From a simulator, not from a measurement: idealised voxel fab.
The following is a process module called voxel trench capacitor.
Section shown: cut. Width: 255 nm. Cell size: 5 nm, square.
In this document a cross-section is written as a grid of square cells. It is given as a series of bands, listed from the top down, and a band is one or more rows of cells.
Top, bottom (nm), then materials left to right with widths (nm); lone material tagged "everywhere" fills the whole band edge to edge; "empty" = empty space.
Height reference: 0 = level under which incoming wafer is all one material. Lowest band: no bottom, runs on downward, e.g. "0 nm and below".
Read "30..40" as a graded width: first number on top, second number at the bottom, same change between each pair of neighbouring rows.
"nothing was modified" for a step: no cell of the cross-section changed in that step.
Entry "Enclosed internal cavities". Content: empty spaces with no open connection to the top, size 8 cells or greater. Each: width x height at distance. Distance: from left edge. Unit: nm.
Past the settings on a step's line: simulator remark, on that step.
On any step carrying a mask, the "overlay nm" setting, if present on the step's line, tells how far right of its planned place the mask lay; negative values point to the left.
# Here's what the planned process steps look like
1,op RECEIVE | material Si
2,op CONFORMAL_DEP | material SiN | thk nm 10
3,op DIRECTIONAL_DEP | material aC | thk nm 10
4,op PATTERN | tone open | mask id TRENCH | material resist | width nm 30 | pitch nm 55 | thk nm 25 | overlay nm 0
5,op DIRECTIONAL_ETCH | etch materials aC | depth nm 10
6,op STRIP | etch materials resist
7,op DIRECTIONAL_ETCH | etch materials SiN | depth nm 10
8,op DIRECTIONAL_ETCH | etch materials Si | depth nm 40
9,op STRIP | etch materials aC
10,op CONFORMAL_DEP | material Al2O3 | thk nm 5
11,op CONFORMAL_DEP | material TiN | thk nm 5
12,op FILL_DEP | material W | thk nm 5
13,op CMP | height nm 10
# Delivered wafer in cross-section: state after step 1
    0 nm and below = Si everywhere
    Enclosed internal cavities: none
# The plan above was carried out on the starting structure above with one mistake, and this cross-section shows the wafer at the end of the module
    10 nm to 0 nm = 85 nm SiN  5 nm TiN  20 nm W  5 nm TiN  25 nm SiN  5 nm TiN  20 nm W  5 nm TiN  85 nm SiN
    0 nm to -35 nm = 85 nm Si  5 nm TiN  20 nm W  5 nm TiN  25 nm Si  5 nm TiN  20 nm W  5 nm TiN  85 nm Si
    -35 nm to -40 nm = 85 nm Si  30 nm TiN  25 nm Si  30 nm TiN  85 nm Si
    -40 nm and below = Si everywhere
    Enclosed internal cavities: none
The plan and the run diverged here: plan step 10 never ran because it was skipped
